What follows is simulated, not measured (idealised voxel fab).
The process module that follows is named voxel capacitor over wiring.
The figure presents cross-section cut, which has a width of 295 nm and is divided into square cells with an edge length of 5 nm.
Bands, listed from the top down, are how a cross-section gets written in this document; the cross-section itself is a grid of square cells, and a band is one or more rows of them.
Quick guide to a band line: top height, bottom height (nm) up front; then every material left to right with its width in nm. Only one material and it's marked "edge to edge"? Then it fills the band edge to edge. And "blank" just means empty space.
Heights are reckoned from 0. Under this level, the received wafer is all of one material. The bottommost band is open-ended downward, for example "top 0, no bottom".
Graded width ("30..40"): value in top row of band = first number; value in bottom row = second number; row-to-row change constant.
A step reported as "remains unaltered" is a step in which no cell of the cross-section changed.
In the "Closed voids list" entry, you get each enclosed empty space of 8 cells or more, one with no open way to the top, written width x height at distance, distance from the left edge, in nm.
Where a step's line continues beyond its settings, the continuation is a remark by the simulator itself on that step.
The optional step-line setting "overlay nm" applies to steps with a mask and quantifies how far to the right of its planned location the mask lay, a negative value indicating leftward placement.
-- The following list gives the planned process steps
1. RECEIVE [material Si]
2. CONFORMAL_DEP [material SiO2] [thk nm 10]
3. CONFORMAL_DEP [material SiCN] [thk nm 5]
4. DIRECTIONAL_DEP [material SiO2] [thk nm 25]
5. MASKED_ETCH [tone open] [mask id METAL_1] [width nm 20] [pitch nm 85] [etch materials SiO2] [depth nm 25] [overlay nm 0]
6. MASKED_ETCH [tone open] [mask id METAL_1] [width nm 20] [pitch nm 85] [etch materials SiCN] [depth nm 5] [overlay nm 0]
7. CONFORMAL_DEP [material TiN] [thk nm 5]
8. FILL_DEP [material W] [thk nm 5]
9. CMP [height nm 40]
10. CONFORMAL_DEP [material SiCN] [thk nm 5]
11. DIRECTIONAL_DEP [material lowk] [thk nm 10]
12. DIRECTIONAL_DEP [material aC] [thk nm 10]
13. PATTERN [tone open] [mask id PLUG_1] [material resist] [width nm 15] [thk nm 30] [overlay nm -15]
14. DIRECTIONAL_ETCH [etch materials aC] [depth nm 10]
15. STRIP [etch materials resist]
16. DIRECTIONAL_ETCH [etch materials lowk] [depth nm 10]
17. DIRECTIONAL_ETCH [etch materials SiCN] [depth nm 5]
18. STRIP [etch materials aC]
19. EPI [material Ru] [thk nm 10]
20. EPI [material Ru] [thk nm 5]
21. DIRECTIONAL_DEP [material TiN] [thk nm 10]
22. DIRECTIONAL_DEP [material HfO2] [thk nm 5]
23. DIRECTIONAL_DEP [material TiN] [thk nm 5]
24. MASKED_ETCH [tone cover] [mask id UPPER_PLATE] [width nm 70] [etch materials TiN] [depth nm 5] [overlay nm 0]
25. MASKED_ETCH [tone cover] [mask id UPPER_PLATE] [width nm 70] [etch materials HfO2] [depth nm 5] [overlay nm 0]
26. MASKED_ETCH [tone cover] [mask id LOWER_PLATE] [width nm 80] [etch materials TiN] [depth nm 10] [overlay nm 0]
27. FILL_DEP [material SiO2] [thk nm 15]
28. CMP [height nm 85]
29. PATTERN [tone open] [mask id PLUG_2] [material resist] [width nm 15] [thk nm 20] [overlay nm 0]
30. DIRECTIONAL_ETCH [etch materials SiO2] [depth nm 10]
31. STRIP [etch materials resist]
32. CONFORMAL_DEP [material TiN] [thk nm 5]
33. FILL_DEP [material Ru] [thk nm 5]
34. CMP [height nm 85]
35. CONFORMAL_DEP [material SiCN] [thk nm 5]
Variable across wafers: step 13 overlay nm (plan value is that of the first wafer; starting state common to all).
-- As received, i.e. after step 1: cross-section through the first of several wafers
	top 0, no bottom | Si edge to edge
	Closed voids list: none
-- First wafer of several, cross-section, module end, after step 35 (last)
	top 90, bottom 85 | SiCN edge to edge
	top 85, bottom 80 | SiO2: 110 / TiN: 5 / Ru: 5 / TiN: 5 / SiO2: 170
	top 80, bottom 70 | SiO2: 110..100 / TiN: 15..70 / SiO2: 170..125
	top 70, bottom 65 | SiO2: 100 / HfO2: 70 / SiO2: 125
	top 65, bottom 55 | SiO2: 95 / TiN: 80 / SiO2: 120
	top 55, bottom 45 | lowk: 85 / Ru: 15 / lowk: 195
	top 45, bottom 40 | SiCN: 85 / Ru: 15 / SiCN: 195
	top 40, bottom 15 | SiO2: 95 / TiN: 5 / W: 10 / TiN: 5 / SiO2: 65 / TiN: 5 / W: 10 / TiN: 5 / SiO2: 95
	top 15, bottom 10 | SiCN: 95 / TiN: 20 / SiCN: 65 / TiN: 20 / SiCN: 95
	top 10, bottom 0 | SiO2 edge to edge
	top 0, no bottom | Si edge to edge
	Closed voids list: none
-- Cross-sectional view of the final wafer of several at the module's end
	top 90, bottom 85 | SiCN edge to edge
	top 85, bottom 80 | SiO2: 110 / TiN: 5 / Ru: 5 / TiN: 5 / SiO2: 170
	top 80, bottom 75 | SiO2: 110 / TiN: 15 / SiO2: 170
	top 75, bottom 70 | SiO2: 100 / TiN: 15 / SiO2: 15 / TiN: 40 / SiO2: 125
	top 70, bottom 65 | SiO2: 100 / HfO2: 15 / SiO2: 15 / HfO2: 40 / SiO2: 125
	top 65, bottom 60 | SiO2: 95 / TiN: 20 / SiO2: 15 / TiN: 45 / SiO2: 120
	top 60, bottom 55 | SiO2: 95 / TiN: 80 / SiO2: 120
	top 55, bottom 50 | lowk: 115 / HfO2: 15 / lowk: 165
	top 50, bottom 45 | lowk: 115 / TiN: 15 / lowk: 165
	top 45, bottom 40 | SiCN: 115 / TiN: 15 / SiCN: 165
	top 40, bottom 15 | SiO2: 95 / TiN: 5 / W: 10 / TiN: 5 / SiO2: 65 / TiN: 5 / W: 10 / TiN: 5 / SiO2: 95
	top 15, bottom 10 | SiCN: 95 / TiN: 20 / SiCN: 65 / TiN: 20 / SiCN: 95
	top 10, bottom 0 | SiO2 edge to edge
	top 0, no bottom | Si edge to edge
	Closed voids list: none
-- Every row in this table is a wafer at the end of the module, and it gives, for each of the materials, the cells that wafer has gained (+) or lost (-) since it was received, then its closed voids
overlay nm -15, +14 HfO2, +10 Ru, +166 SiCN, +661 SiO2, +79 TiN, +20 W, +112 lowk, Closed voids list: none
overlay nm -10, +14 HfO2, +10 Ru, +166 SiCN, +661 SiO2, +79 TiN, +20 W, +112 lowk, Closed voids list: none
overlay nm -5, +14 HfO2, +10 Ru, +166 SiCN, +661 SiO2, +79 TiN, +20 W, +112 lowk, Closed voids list: none
overlay nm 0, +14 HfO2, +10 Ru, +166 SiCN, +661 SiO2, +79 TiN, +20 W, +112 lowk, Closed voids list: none
overlay nm 5, +14 HfO2, +10 Ru, +166 SiCN, +661 SiO2, +79 TiN, +20 W, +112 lowk, Closed voids list: none
overlay nm 10, +14 HfO2, +10 Ru, +166 SiCN, +661 SiO2, +79 TiN, +20 W, +112 lowk, Closed voids list: none
overlay nm 15, +14 HfO2, +1 Ru, +166 SiCN, +670 SiO2, +79 TiN, +20 W, +112 lowk, Closed voids list: none
